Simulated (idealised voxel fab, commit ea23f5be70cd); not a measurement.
You're looking at the process module voxel ribs on slabs.
Shown is cross-section cut, with a width of 230 nm and square cells of size 5 nm.
Square cells in a grid make up a cross-section in this document, and the grid is given as bands, listed from the top down, each one or more rows of cells.
Top height, bottom height, nm. Materials left to right, width each, nm. Single material + "throughout" = fills band edge to edge. "air" = empty.
Ref level 0: as-received wafer is one material below here. Bottom band extends down with no lower bound ("0 nm and below").
Top row gets the first number, bottom row gets the second, and each row in between changes by the same step: that is how a band width like "30->40" works.
Given "everything unchanged" for a step, no cell of the cross-section differs between before and after that step.
In the "Closed voids list" entry, you get each enclosed empty space of 8 cells or more, one with no open way to the top, written width x height at distance, distance from the left edge, in nm.
On each step's line, the part that comes after the settings is the simulator's own comment on the step.
"overlay nm", when on a step's line for a step with a mask, measures how far to the right of its planned place the mask lay; a negative measure means to the left.
So the way this works: pairs, before and after one process step. The after picture only goes down to the lowest band that actually changed, nothing below. Step and its settings are under each pair. And watch out, pairs might come from different runs of this module, same starting wafer though, so a pair only follows on from the one above if its "Incoming structure" entry tells you so.

Incoming structure
0 nm and below | Si throughout
Closed voids list: none

Sectional Result
25 nm to 0 nm | SiO2 throughout
Anything lower than 0 is untouched.
Closed voids list: none
It is this step that lies between the two cross-sections above: DIRECTIONAL_DEP | material SiO2 | thk nm 25

Incoming structure: Please consult the pair immediately above; the cross-section it shows after its step is the state before this step.

Sectional Result
40 nm to 25 nm | polySi throughout
Anything lower than 25 is untouched.
Closed voids list: none
It is this step that lies between the two cross-sections above: DIRECTIONAL_DEP | material polySi | thk nm 15

Incoming structure: Please consult the pair immediately above; the cross-section it shows after its step is the state before this step.

Sectional Result
55 nm to 40 nm | air 100 nm  resist 25 nm  air 105 nm
Anything lower than 40 is untouched.
Closed voids list: none
It is this step that lies between the two cross-sections above: PATTERN | tone cover | mask id RIB | material resist | width nm 25 | thk nm 15 | overlay nm 0

Incoming structure: Please consult the pair immediately above; the cross-section it shows after its step is the state before this step.

Sectional Result
55 nm to 40 nm | air 100 nm  resist 25 nm  air 105 nm
40 nm to 30 nm | air 100 nm  polySi 25 nm  air 105 nm
Anything lower than 30 is untouched.
Closed voids list: none
It is this step that lies between the two cross-sections above: DIRECTIONAL_ETCH | etch materials polySi | depth nm 10

Incoming structure: Please consult the pair immediately above; the cross-section it shows after its step is the state before this step.

Sectional Result
40 nm to 30 nm | air 100 nm  polySi 25 nm  air 105 nm
Anything lower than 30 is untouched.
Closed voids list: none
It is this step that lies between the two cross-sections above: STRIP | etch materials resist

Incoming structure: Please consult the pair immediately above; the cross-section it shows after its step is the state before this step.

Sectional Result
55 nm to 45 nm | air 100 nm  aC 25 nm  air 105 nm
45 nm to 40 nm | aC throughout
40 nm to 30 nm | aC 100 nm  polySi 25 nm  aC 105 nm
Anything lower than 30 is untouched.
Closed voids list: none
It is this step that lies between the two cross-sections above: DIRECTIONAL_DEP | material aC | thk nm 15

Incoming structure: Please consult the pair immediately above; the cross-section it shows after its step is the state before this step.

Sectional Result
85 nm to 55 nm | air 70 nm  resist 85 nm  air 75 nm
55 nm to 45 nm | air 70 nm  resist 30 nm  aC 25 nm  resist 30 nm  air 75 nm
Anything lower than 45 is untouched.
Closed voids list: none
It is this step that lies between the two cross-sections above: PATTERN | tone cover | mask id SLAB | material resist | width nm 85 | thk nm 30 | overlay nm 0

Incoming structure: Please consult the pair immediately above; the cross-section it shows after its step is the state before this step.

Sectional Result
70 nm to 55 nm | air 70 nm  resist 85 nm  air 75 nm
55 nm to 45 nm | air 70 nm  resist 30 nm  aC 25 nm  resist 30 nm  air 75 nm
45 nm to 40 nm | air 70 nm  aC 85 nm  air 75 nm
40 nm to 30 nm | air 70 nm  aC 30 nm  polySi 25 nm  aC 30 nm  air 75 nm
Anything lower than 30 is untouched.
Closed voids list: none
It is this step that lies between the two cross-sections above: DIRECTIONAL_ETCH | etch materials aC | depth nm 15

Incoming structure: Please consult the pair immediately above; the cross-section it shows after its step is the state before this step.

Sectional Result
55 nm to 45 nm | air 100 nm  aC 25 nm  air 105 nm
Anything lower than 45 is untouched.
Closed voids list: none
It is this step that lies between the two cross-sections above: STRIP | etch materials resist

Incoming structure: Please consult the pair immediately above; the cross-section it shows after its step is the state before this step.

Sectional Result
55 nm to 45 nm | air 100 nm  aC 25 nm  air 105 nm
45 nm to 40 nm | air 70 nm  aC 85 nm  air 75 nm
40 nm to 30 nm | air 70 nm  aC 30 nm  polySi 25 nm  aC 30 nm  air 75 nm
30 nm to 25 nm | air 70 nm  polySi 85 nm  air 75 nm
Anything lower than 25 is untouched.
Closed voids list: none
It is this step that lies between the two cross-sections above: DIRECTIONAL_ETCH | etch materials polySi | depth nm 5

Incoming structure: Please consult the pair immediately above; the cross-section it shows after its step is the state before this step.

Sectional Result
40 nm to 30 nm | air 100 nm  polySi 25 nm  air 105 nm
Anything lower than 30 is untouched.
Closed voids list: none
It is this step that lies between the two cross-sections above: STRIP | etch materials aC

Incoming structure: Please consult the pair immediately above; the cross-section it shows after its step is the state before this step.

Sectional Result
60 nm to 40 nm | SiO2 throughout
40 nm to 30 nm | SiO2 100 nm  polySi 25 nm  SiO2 105 nm
30 nm to 25 nm | SiO2 70 nm  polySi 85 nm  SiO2 75 nm
Anything lower than 25 is untouched.
Closed voids list: none
It is this step that lies between the two cross-sections above: FILL_DEP | material SiO2 | thk nm 20

Incoming structure: Please consult the pair immediately above; the cross-section it shows after its step is the state before this step.

Sectional Result
50 nm to 40 nm | SiO2 throughout
Anything lower than 40 is untouched.
Closed voids list: none
It is this step that lies between the two cross-sections above: CMP | height nm 50

Incoming structure: Please consult the pair immediately above; the cross-section it shows after its step is the state before this step.

Sectional Result
60 nm to 50 nm | TiN throughout
Anything lower than 50 is untouched.
Closed voids list: none
It is this step that lies between the two cross-sections above: DIRECTIONAL_DEP | material TiN | thk nm 10

Incoming structure: Please consult the pair immediately above; the cross-section it shows after its step is the state before this step.

Sectional Result
75 nm to 60 nm | air 95 nm  resist 35 nm  air 100 nm
Anything lower than 60 is untouched.
Closed voids list: none
It is this step that lies between the two cross-sections above: PATTERN | tone cover | mask id HEATER | material resist | width nm 35 | thk nm 15 | overlay nm 0

Incoming structure: Please consult the pair immediately above; the cross-section it shows after its step is the state before this step.

Sectional Result
75 nm to 60 nm | air 95 nm  resist 35 nm  air 100 nm
60 nm to 50 nm | air 95 nm  TiN 35 nm  air 100 nm
Anything lower than 50 is untouched.
Closed voids list: none
It is this step that lies between the two cross-sections above: DIRECTIONAL_ETCH | etch materials TiN | depth nm 10

Incoming structure: Please consult the pair immediately above; the cross-section it shows after its step is the state before this step.

Sectional Result
60 nm to 50 nm | air 95 nm  TiN 35 nm  air 100 nm
Anything lower than 50 is untouched.
Closed voids list: none
It is this step that lies between the two cross-sections above: STRIP | etch materials resist

Incoming structure: Please consult the pair immediately above; the cross-section it shows after its step is the state before this step.

Sectional Result
70 nm to 60 nm | air 85 nm  SiN 55 nm  air 90 nm
60 nm to 50 nm | SiN 95 nm  TiN 35 nm  SiN 100 nm
Anything lower than 50 is untouched.
Closed voids list: none
It is this step that lies between the two cross-sections above: CONFORMAL_DEP | material SiN | thk nm 10

Incoming structure
40 nm to 25 nm | polySi throughout
25 nm to 0 nm | SiO2 throughout
0 nm and below | Si throughout
Closed voids list: none

Sectional Result
55 nm to 25 nm | polySi throughout
Anything lower than 25 is untouched.
Closed voids list: none
It is this step that lies between the two cross-sections above: DIRECTIONAL_DEP | material polySi | thk nm 15

Incoming structure: Please consult the pair immediately above; the cross-section it shows after its step is the state before this step.

Sectional Result
70 nm to 55 nm | air 100 nm  resist 25 nm  air 105 nm
Anything lower than 55 is untouched.
Closed voids list: none
It is this step that lies between the two cross-sections above: PATTERN | tone cover | mask id RIB | material resist | width nm 25 | thk nm 15 | overlay nm 0

Incoming structure: Please consult the pair immediately above; the cross-section it shows after its step is the state before this step.

Sectional Result
70 nm to 55 nm | air 100 nm  resist 25 nm  air 105 nm
55 nm to 45 nm | air 100 nm  polySi 25 nm  air 105 nm
Anything lower than 45 is untouched.
Closed voids list: none
It is this step that lies between the two cross-sections above: DIRECTIONAL_ETCH | etch materials polySi | depth nm 10

Incoming structure: Please consult the pair immediately above; the cross-section it shows after its step is the state before this step.

Sectional Result
55 nm to 45 nm | air 100 nm  polySi 25 nm  air 105 nm
Anything lower than 45 is untouched.
Closed voids list: none
It is this step that lies between the two cross-sections above: STRIP | etch materials resist

Incoming structure: Please consult the pair immediately above; the cross-section it shows after its step is the state before this step.

Sectional Result
70 nm to 60 nm | air 100 nm  aC 25 nm  air 105 nm
60 nm to 55 nm | aC throughout
55 nm to 45 nm | aC 100 nm  polySi 25 nm  aC 105 nm
Anything lower than 45 is untouched.
Closed voids list: none
It is this step that lies between the two cross-sections above: DIRECTIONAL_DEP | material aC | thk nm 15

Incoming structure: Please consult the pair immediately above; the cross-section it shows after its step is the state before this step.

Sectional Result
100 nm to 70 nm | air 70 nm  resist 85 nm  air 75 nm
70 nm to 60 nm | air 70 nm  resist 30 nm  aC 25 nm  resist 30 nm  air 75 nm
Anything lower than 60 is untouched.
Closed voids list: none
It is this step that lies between the two cross-sections above: PATTERN | tone cover | mask id SLAB | material resist | width nm 85 | thk nm 30 | overlay nm 0

Incoming structure: Please consult the pair immediately above; the cross-section it shows after its step is the state before this step.

Sectional Result
85 nm to 70 nm | air 70 nm  resist 85 nm  air 75 nm
70 nm to 60 nm | air 70 nm  resist 30 nm  aC 25 nm  resist 30 nm  air 75 nm
60 nm to 55 nm | air 70 nm  aC 85 nm  air 75 nm
55 nm to 45 nm | air 70 nm  aC 30 nm  polySi 25 nm  aC 30 nm  air 75 nm
Anything lower than 45 is untouched.
Closed voids list: none
It is this step that lies between the two cross-sections above: DIRECTIONAL_ETCH | etch materials aC | depth nm 15

Incoming structure: Please consult the pair immediately above; the cross-section it shows after its step is the state before this step.

Sectional Result
70 nm to 60 nm | air 100 nm  aC 25 nm  air 105 nm
Anything lower than 60 is untouched.
Closed voids list: none
It is this step that lies between the two cross-sections above: STRIP | etch materials resist

Incoming structure: Please consult the pair immediately above; the cross-section it shows after its step is the state before this step.

Sectional Result
70 nm to 60 nm | air 100 nm  aC 25 nm  air 105 nm
60 nm to 55 nm | air 70 nm  aC 85 nm  air 75 nm
55 nm to 45 nm | air 70 nm  aC 30 nm  polySi 25 nm  aC 30 nm  air 75 nm
45 nm to 40 nm | air 70 nm  polySi 85 nm  air 75 nm
Anything lower than 40 is untouched.
Closed voids list: none
It is this step that lies between the two cross-sections above: DIRECTIONAL_ETCH | etch materials polySi | depth nm 5

Incoming structure: Please consult the pair immediately above; the cross-section it shows after its step is the state before this step.

Sectional Result
55 nm to 45 nm | air 100 nm  polySi 25 nm  air 105 nm
Anything lower than 45 is untouched.
Closed voids list: none
It is this step that lies between the two cross-sections above: STRIP | etch materials aC

Incoming structure: Please consult the pair immediately above; the cross-section it shows after its step is the state before this step.

Sectional Result
75 nm to 55 nm | SiO2 throughout
55 nm to 45 nm | SiO2 100 nm  polySi 25 nm  SiO2 105 nm
45 nm to 40 nm | SiO2 70 nm  polySi 85 nm  SiO2 75 nm
Anything lower than 40 is untouched.
Closed voids list: none
It is this step that lies between the two cross-sections above: FILL_DEP | material SiO2 | thk nm 20

Incoming structure: Please consult the pair immediately above; the cross-section it shows after its step is the state before this step.

Sectional Result
50 nm to 40 nm | SiO2 100->70 nm  polySi 25->85 nm  SiO2 105->75 nm
Anything lower than 40 is untouched.
Closed voids list: none
It is this step that lies between the two cross-sections above: CMP | height nm 50

Incoming structure: Please consult the pair immediately above; the cross-section it shows after its step is the state before this step.

Sectional Result
60 nm to 50 nm | TiN throughout
Anything lower than 50 is untouched.
Closed voids list: none
It is this step that lies between the two cross-sections above: DIRECTIONAL_DEP | material TiN | thk nm 10

Incoming structure: Please consult the pair immediately above; the cross-section it shows after its step is the state before this step.

Sectional Result
75 nm to 60 nm | air 95 nm  resist 35 nm  air 100 nm
Anything lower than 60 is untouched.
Closed voids list: none
It is this step that lies between the two cross-sections above: PATTERN | tone cover | mask id HEATER | material resist | width nm 35 | thk nm 15 | overlay nm 0

Incoming structure: Please consult the pair immediately above; the cross-section it shows after its step is the state before this step.

Sectional Result
75 nm to 60 nm | air 95 nm  resist 35 nm  air 100 nm
60 nm to 50 nm | air 95 nm  TiN 35 nm  air 100 nm
Anything lower than 50 is untouched.
Closed voids list: none
It is this step that lies between the two cross-sections above: DIRECTIONAL_ETCH | etch materials TiN | depth nm 10

Incoming structure: Please consult the pair immediately above; the cross-section it shows after its step is the state before this step.

Sectional Result
60 nm to 50 nm | air 95 nm  TiN 35 nm  air 100 nm
Anything lower than 50 is untouched.
Closed voids list: none
It is this step that lies between the two cross-sections above: STRIP | etch materials resist

Incoming structure: Please consult the pair immediately above; the cross-section it shows after its step is the state before this step.

Sectional Result
70 nm to 60 nm | air 85 nm  SiN 55 nm  air 90 nm
60 nm to 50 nm | SiN 95 nm  TiN 35 nm  SiN 100 nm
Anything lower than 50 is untouched.
Closed voids list: none
It is this step that lies between the two cross-sections above: CONFORMAL_DEP | material SiN | thk nm 10

Incoming structure
55 nm to 40 nm | air 100 nm  resist 25 nm  air 105 nm
40 nm to 30 nm | air 100 nm  polySi 25 nm  air 105 nm
30 nm to 25 nm | polySi throughout
25 nm to 0 nm | SiO2 throughout
0 nm and below | Si throughout
Closed voids list: none

Sectional Result
70 nm to 55 nm | air 100 nm  aC 25 nm  air 105 nm
55 nm to 45 nm | air 100 nm  resist 25 nm  air 105 nm
45 nm to 40 nm | aC 100 nm  resist 25 nm  aC 105 nm
40 nm to 30 nm | aC 100 nm  polySi 25 nm  aC 105 nm
Anything lower than 30 is untouched.
Closed voids list: none
It is this step that lies between the two cross-sections above: DIRECTIONAL_DEP | material aC | thk nm 15

Incoming structure: Please consult the pair immediately above; the cross-section it shows after its step is the state before this step.

Sectional Result
45 nm to 40 nm | aC 100 nm  air 25 nm  aC 105 nm
Anything lower than 40 is untouched.
Closed voids list: none
It is this step that lies between the two cross-sections above: STRIP | etch materials resist

Incoming structure: Please consult the pair immediately above; the cross-section it shows after its step is the state before this step.

Sectional Result
75 nm to 45 nm | air 70 nm  resist 85 nm  air 75 nm
45 nm to 40 nm | aC 100 nm  resist 25 nm  aC 105 nm
Anything lower than 40 is untouched.
Closed voids list: none
It is this step that lies between the two cross-sections above: PATTERN | tone cover | mask id SLAB | material resist | width nm 85 | thk nm 30 | overlay nm 0

Incoming structure: Please consult the pair immediately above; the cross-section it shows after its step is the state before this step.

Sectional Result
60 nm to 45 nm | air 70 nm  resist 85 nm  air 75 nm
45 nm to 40 nm | air 70 nm  aC 30 nm  resist 25 nm  aC 30 nm  air 75 nm
40 nm to 30 nm | air 70 nm  aC 30 nm  polySi 25 nm  aC 30 nm  air 75 nm
Anything lower than 30 is untouched.
Closed voids list: none
It is this step that lies between the two cross-sections above: DIRECTIONAL_ETCH | etch materials aC | depth nm 15

Incoming structure: Please consult the pair immediately above; the cross-section it shows after its step is the state before this step.

Sectional Result
45 nm to 40 nm | air 70 nm  aC 30 nm  air 25 nm  aC 30 nm  air 75 nm
Anything lower than 40 is untouched.
Closed voids list: none
It is this step that lies between the two cross-sections above: STRIP | etch materials resist

Incoming structure: Please consult the pair immediately above; the cross-section it shows after its step is the state before this step.

Sectional Result
45 nm to 35 nm | air 70 nm  aC 30 nm  air 25 nm  aC 30 nm  air 75 nm
35 nm to 30 nm | air 70 nm  aC 30 nm  polySi 25 nm  aC 30 nm  air 75 nm
30 nm to 25 nm | air 70 nm  polySi 85 nm  air 75 nm
Anything lower than 25 is untouched.
Closed voids list: none
It is this step that lies between the two cross-sections above: DIRECTIONAL_ETCH | etch materials polySi | depth nm 5

Incoming structure: Please consult the pair immediately above; the cross-section it shows after its step is the state before this step.

Sectional Result
35 nm to 25 nm | air 100->70 nm  polySi 25->85 nm  air 105->75 nm
Anything lower than 25 is untouched.
Closed voids list: none
It is this step that lies between the two cross-sections above: STRIP | etch materials aC

Incoming structure: Please consult the pair immediately above; the cross-section it shows after its step is the state before this step.

Sectional Result
55 nm to 35 nm | SiO2 throughout
35 nm to 25 nm | SiO2 100->70 nm  polySi 25->85 nm  SiO2 105->75 nm
Anything lower than 25 is untouched.
Closed voids list: none
It is this step that lies between the two cross-sections above: FILL_DEP | material SiO2 | thk nm 20

Incoming structure: Please consult the pair immediately above; the cross-section it shows after its step is the state before this step.

Sectional Result
50 nm to 35 nm | SiO2 throughout
Anything lower than 35 is untouched.
Closed voids list: none
It is this step that lies between the two cross-sections above: CMP | height nm 50

Incoming structure: Please consult the pair immediately above; the cross-section it shows after its step is the state before this step.

Sectional Result
60 nm to 50 nm | TiN throughout
Anything lower than 50 is untouched.
Closed voids list: none
It is this step that lies between the two cross-sections above: DIRECTIONAL_DEP | material TiN | thk nm 10

Incoming structure: Please consult the pair immediately above; the cross-section it shows after its step is the state before this step.

Sectional Result
75 nm to 60 nm | air 95 nm  resist 35 nm  air 100 nm
Anything lower than 60 is untouched.
Closed voids list: none
It is this step that lies between the two cross-sections above: PATTERN | tone cover | mask id HEATER | material resist | width nm 35 | thk nm 15 | overlay nm 0

Incoming structure: Please consult the pair immediately above; the cross-section it shows after its step is the state before this step.

Sectional Result
75 nm to 60 nm | air 95 nm  resist 35 nm  air 100 nm
60 nm to 50 nm | air 95 nm  TiN 35 nm  air 100 nm
Anything lower than 50 is untouched.
Closed voids list: none
It is this step that lies between the two cross-sections above: DIRECTIONAL_ETCH | etch materials TiN | depth nm 10

Incoming structure: Please consult the pair immediately above; the cross-section it shows after its step is the state before this step.

Sectional Result
60 nm to 50 nm | air 95 nm  TiN 35 nm  air 100 nm
Anything lower than 50 is untouched.
Closed voids list: none
It is this step that lies between the two cross-sections above: STRIP | etch materials resist

Incoming structure: Please consult the pair immediately above; the cross-section it shows after its step is the state before this step.

Sectional Result
70 nm to 60 nm | air 85 nm  SiN 55 nm  air 90 nm
60 nm to 50 nm | SiN 95 nm  TiN 35 nm  SiN 100 nm
Anything lower than 50 is untouched.
Closed voids list: none
It is this step that lies between the two cross-sections above: CONFORMAL_DEP | material SiN | thk nm 10

Incoming structure
55 nm to 40 nm | air 100 nm  resist 25 nm  air 105 nm
40 nm to 25 nm | polySi throughout
25 nm to 0 nm | SiO2 throughout
0 nm and below | Si throughout
Closed voids list: none

Sectional Result
55 nm to 40 nm | air 100 nm  resist 25 nm  air 105 nm
40 nm to 35 nm | air 100 nm  polySi 25 nm  air 105 nm
Anything lower than 35 is untouched.
Closed voids list: none
It is this step that lies between the two cross-sections above: DIRECTIONAL_ETCH | etch materials polySi | depth nm 5

Incoming structure: Please consult the pair immediately above; the cross-section it shows after its step is the state before this step.

Sectional Result
40 nm to 35 nm | air 100 nm  polySi 25 nm  air 105 nm
Anything lower than 35 is untouched.
Closed voids list: none
It is this step that lies between the two cross-sections above: STRIP | etch materials resist

Incoming structure: Please consult the pair immediately above; the cross-section it shows after its step is the state before this step.

Sectional Result
55 nm to 50 nm | air 100 nm  aC 25 nm  air 105 nm
50 nm to 40 nm | aC throughout
40 nm to 35 nm | aC 100 nm  polySi 25 nm  aC 105 nm
Anything lower than 35 is untouched.
Closed voids list: none
It is this step that lies between the two cross-sections above: DIRECTIONAL_DEP | material aC | thk nm 15

Incoming structure: Please consult the pair immediately above; the cross-section it shows after its step is the state before this step.

Sectional Result
85 nm to 55 nm | air 70 nm  resist 85 nm  air 75 nm
55 nm to 50 nm | air 70 nm  resist 30 nm  aC 25 nm  resist 30 nm  air 75 nm
Anything lower than 50 is untouched.
Closed voids list: none
It is this step that lies between the two cross-sections above: PATTERN | tone cover | mask id SLAB | material resist | width nm 85 | thk nm 30 | overlay nm 0

Incoming structure: Please consult the pair immediately above; the cross-section it shows after its step is the state before this step.

Sectional Result
70 nm to 55 nm | air 70 nm  resist 85 nm  air 75 nm
55 nm to 50 nm | air 70 nm  resist 30 nm  aC 25 nm  resist 30 nm  air 75 nm
50 nm to 40 nm | air 70 nm  aC 85 nm  air 75 nm
40 nm to 35 nm | air 70 nm  aC 30 nm  polySi 25 nm  aC 30 nm  air 75 nm
Anything lower than 35 is untouched.
Closed voids list: none
It is this step that lies between the two cross-sections above: DIRECTIONAL_ETCH | etch materials aC | depth nm 15

Incoming structure: Please consult the pair immediately above; the cross-section it shows after its step is the state before this step.

Sectional Result
55 nm to 50 nm | air 100 nm  aC 25 nm  air 105 nm
Anything lower than 50 is untouched.
Closed voids list: none
It is this step that lies between the two cross-sections above: STRIP | etch materials resist

Incoming structure: Please consult the pair immediately above; the cross-section it shows after its step is the state before this step.

Sectional Result
55 nm to 50 nm | air 100 nm  aC 25 nm  air 105 nm
50 nm to 40 nm | air 70 nm  aC 85 nm  air 75 nm
40 nm to 35 nm | air 70 nm  aC 30 nm  polySi 25 nm  aC 30 nm  air 75 nm
35 nm to 30 nm | air 70 nm  polySi 85 nm  air 75 nm
Anything lower than 30 is untouched.
Closed voids list: none
It is this step that lies between the two cross-sections above: DIRECTIONAL_ETCH | etch materials polySi | depth nm 5

Incoming structure: Please consult the pair immediately above; the cross-section it shows after its step is the state before this step.

Sectional Result
40 nm to 30 nm | air 100->70 nm  polySi 25->85 nm  air 105->75 nm
Anything lower than 30 is untouched.
Closed voids list: none
It is this step that lies between the two cross-sections above: STRIP | etch materials aC

Incoming structure: Please consult the pair immediately above; the cross-section it shows after its step is the state before this step.

Sectional Result
60 nm to 40 nm | SiO2 throughout
40 nm to 30 nm | SiO2 100->70 nm  polySi 25->85 nm  SiO2 105->75 nm
Anything lower than 30 is untouched.
Closed voids list: none
It is this step that lies between the two cross-sections above: FILL_DEP | material SiO2 | thk nm 20

Incoming structure: Please consult the pair immediately above; the cross-section it shows after its step is the state before this step.

Sectional Result
50 nm to 40 nm | SiO2 throughout
Anything lower than 40 is untouched.
Closed voids list: none
It is this step that lies between the two cross-sections above: CMP | height nm 50

Incoming structure: Please consult the pair immediately above; the cross-section it shows after its step is the state before this step.

Sectional Result
60 nm to 50 nm | TiN throughout
Anything lower than 50 is untouched.
Closed voids list: none
It is this step that lies between the two cross-sections above: DIRECTIONAL_DEP | material TiN | thk nm 10

Incoming structure: Please consult the pair immediately above; the cross-section it shows after its step is the state before this step.

Sectional Result
75 nm to 60 nm | air 95 nm  resist 35 nm  air 100 nm
Anything lower than 60 is untouched.
Closed voids list: none
It is this step that lies between the two cross-sections above: PATTERN | tone cover | mask id HEATER | material resist | width nm 35 | thk nm 15 | overlay nm 0

Incoming structure: Please consult the pair immediately above; the cross-section it shows after its step is the state before this step.

Sectional Result
75 nm to 60 nm | air 95 nm  resist 35 nm  air 100 nm
60 nm to 50 nm | air 95 nm  TiN 35 nm  air 100 nm
Anything lower than 50 is untouched.
Closed voids list: none
It is this step that lies between the two cross-sections above: DIRECTIONAL_ETCH | etch materials TiN | depth nm 10

Incoming structure: Please consult the pair immediately above; the cross-section it shows after its step is the state before this step.

Sectional Result
60 nm to 50 nm | air 95 nm  TiN 35 nm  air 100 nm
Anything lower than 50 is untouched.
Closed voids list: none
It is this step that lies between the two cross-sections above: STRIP | etch materials resist

Incoming structure: Please consult the pair immediately above; the cross-section it shows after its step is the state before this step.

Sectional Result
70 nm to 60 nm | air 85 nm  SiN 55 nm  air 90 nm
60 nm to 50 nm | SiN 95 nm  TiN 35 nm  SiN 100 nm
Anything lower than 50 is untouched.
Closed voids list: none
It is this step that lies between the two cross-sections above: CONFORMAL_DEP | material SiN | thk nm 10

Incoming structure
60 nm to 50 nm | TiN throughout
50 nm to 40 nm | SiO2 throughout
40 nm to 30 nm | SiO2 100 nm  polySi 25 nm  SiO2 105 nm
30 nm to 25 nm | SiO2 70 nm  polySi 85 nm  SiO2 75 nm
25 nm to 0 nm | SiO2 throughout
0 nm and below | Si throughout
Closed voids list: none

Sectional Result
75 nm to 60 nm | air 95 nm  resist 40 nm  air 95 nm
Anything lower than 60 is untouched.
Closed voids list: none
It is this step that lies between the two cross-sections above: PATTERN | tone cover | mask id HEATER | material resist | width nm 40 | thk nm 15 | overlay nm 0

Incoming structure: Please consult the pair immediately above; the cross-section it shows after its step is the state before this step.

Sectional Result
75 nm to 60 nm | air 95 nm  resist 40 nm  air 95 nm
60 nm to 50 nm | air 95 nm  TiN 40 nm  air 95 nm
Anything lower than 50 is untouched.
Closed voids list: none
It is this step that lies between the two cross-sections above: DIRECTIONAL_ETCH | etch materials TiN | depth nm 10

Incoming structure: Please consult the pair immediately above; the cross-section it shows after its step is the state before this step.

Sectional Result
60 nm to 50 nm | air 95 nm  TiN 40 nm  air 95 nm
Anything lower than 50 is untouched.
Closed voids list: none
It is this step that lies between the two cross-sections above: STRIP | etch materials resist

Incoming structure: Please consult the pair immediately above; the cross-section it shows after its step is the state before this step.

Sectional Result
70 nm to 60 nm | air 85 nm  SiN 60 nm  air 85 nm
60 nm to 50 nm | SiN 95 nm  TiN 40 nm  SiN 95 nm
Anything lower than 50 is untouched.
Closed voids list: none
It is this step that lies between the two cross-sections above: CONFORMAL_DEP | material SiN | thk nm 10

Incoming structure
40 nm to 25 nm | polySi throughout
25 nm to 0 nm | SiO2 throughout
0 nm and below | Si throughout
Closed voids list: none

Sectional Result
55 nm to 40 nm | air 95 nm  resist 25 nm  air 110 nm
Anything lower than 40 is untouched.
Closed voids list: none
It is this step that lies between the two cross-sections above: PATTERN | tone cover | mask id RIB | material resist | width nm 25 | thk nm 15 | overlay nm -5

Incoming structure: Please consult the pair immediately above; the cross-section it shows after its step is the state before this step.

Sectional Result
55 nm to 40 nm | air 95 nm  resist 25 nm  air 110 nm
40 nm to 30 nm | air 95 nm  polySi 25 nm  air 110 nm
Anything lower than 30 is untouched.
Closed voids list: none
It is this step that lies between the two cross-sections above: DIRECTIONAL_ETCH | etch materials polySi | depth nm 10

Incoming structure: Please consult the pair immediately above; the cross-section it shows after its step is the state before this step.

Sectional Result
40 nm to 30 nm | air 95 nm  polySi 25 nm  air 110 nm
Anything lower than 30 is untouched.
Closed voids list: none
It is this step that lies between the two cross-sections above: STRIP | etch materials resist

Incoming structure: Please consult the pair immediately above; the cross-section it shows after its step is the state before this step.

Sectional Result
55 nm to 45 nm | air 95 nm  aC 25 nm  air 110 nm
45 nm to 40 nm | aC throughout
40 nm to 30 nm | aC 95 nm  polySi 25 nm  aC 110 nm
Anything lower than 30 is untouched.
Closed voids list: none
It is this step that lies between the two cross-sections above: DIRECTIONAL_DEP | material aC | thk nm 15

Incoming structure: Please consult the pair immediately above; the cross-section it shows after its step is the state before this step.

Sectional Result
85 nm to 55 nm | air 70 nm  resist 85 nm  air 75 nm
55 nm to 45 nm | air 70 nm  resist 25 nm  aC 25 nm  resist 35 nm  air 75 nm
Anything lower than 45 is untouched.
Closed voids list: none
It is this step that lies between the two cross-sections above: PATTERN | tone cover | mask id SLAB | material resist | width nm 85 | thk nm 30 | overlay nm 0

Incoming structure: Please consult the pair immediately above; the cross-section it shows after its step is the state before this step.

Sectional Result
70 nm to 55 nm | air 70 nm  resist 85 nm  air 75 nm
55 nm to 45 nm | air 70 nm  resist 25 nm  aC 25 nm  resist 35 nm  air 75 nm
45 nm to 40 nm | air 70 nm  aC 85 nm  air 75 nm
40 nm to 30 nm | air 70 nm  aC 25 nm  polySi 25 nm  aC 35 nm  air 75 nm
Anything lower than 30 is untouched.
Closed voids list: none
It is this step that lies between the two cross-sections above: DIRECTIONAL_ETCH | etch materials aC | depth nm 15

Incoming structure: Please consult the pair immediately above; the cross-section it shows after its step is the state before this step.

Sectional Result
55 nm to 45 nm | air 95 nm  aC 25 nm  air 110 nm
Anything lower than 45 is untouched.
Closed voids list: none
It is this step that lies between the two cross-sections above: STRIP | etch materials resist

Incoming structure: Please consult the pair immediately above; the cross-section it shows after its step is the state before this step.

Sectional Result
55 nm to 45 nm | air 95 nm  aC 25 nm  air 110 nm
45 nm to 40 nm | air 70 nm  aC 85 nm  air 75 nm
40 nm to 30 nm | air 70 nm  aC 25 nm  polySi 25 nm  aC 35 nm  air 75 nm
30 nm to 25 nm | air 70 nm  polySi 85 nm  air 75 nm
Anything lower than 25 is untouched.
Closed voids list: none
It is this step that lies between the two cross-sections above: DIRECTIONAL_ETCH | etch materials polySi | depth nm 5

Incoming structure: Please consult the pair immediately above; the cross-section it shows after its step is the state before this step.

Sectional Result
40 nm to 30 nm | air 95 nm  polySi 25 nm  air 110 nm
Anything lower than 30 is untouched.
Closed voids list: none
It is this step that lies between the two cross-sections above: STRIP | etch materials aC

Incoming structure: Please consult the pair immediately above; the cross-section it shows after its step is the state before this step.

Sectional Result
60 nm to 40 nm | SiO2 throughout
40 nm to 30 nm | SiO2 95 nm  polySi 25 nm  SiO2 110 nm
30 nm to 25 nm | SiO2 70 nm  polySi 85 nm  SiO2 75 nm
Anything lower than 25 is untouched.
Closed voids list: none
It is this step that lies between the two cross-sections above: FILL_DEP | material SiO2 | thk nm 20

Incoming structure: Please consult the pair immediately above; the cross-section it shows after its step is the state before this step.

Sectional Result
50 nm to 40 nm | SiO2 throughout
Anything lower than 40 is untouched.
Closed voids list: none
It is this step that lies between the two cross-sections above: CMP | height nm 50

Incoming structure: Please consult the pair immediately above; the cross-section it shows after its step is the state before this step.

Sectional Result
60 nm to 50 nm | TiN throughout
Anything lower than 50 is untouched.
Closed voids list: none
It is this step that lies between the two cross-sections above: DIRECTIONAL_DEP | material TiN | thk nm 10

Incoming structure: Please consult the pair immediately above; the cross-section it shows after its step is the state before this step.

Sectional Result
75 nm to 60 nm | air 95 nm  resist 35 nm  air 100 nm
Anything lower than 60 is untouched.
Closed voids list: none
It is this step that lies between the two cross-sections above: PATTERN | tone cover | mask id HEATER | material resist | width nm 35 | thk nm 15 | overlay nm 0

Incoming structure: Please consult the pair immediately above; the cross-section it shows after its step is the state before this step.

Sectional Result
75 nm to 60 nm | air 95 nm  resist 35 nm  air 100 nm
60 nm to 50 nm | air 95 nm  TiN 35 nm  air 100 nm
Anything lower than 50 is untouched.
Closed voids list: none
It is this step that lies between the two cross-sections above: DIRECTIONAL_ETCH | etch materials TiN | depth nm 10
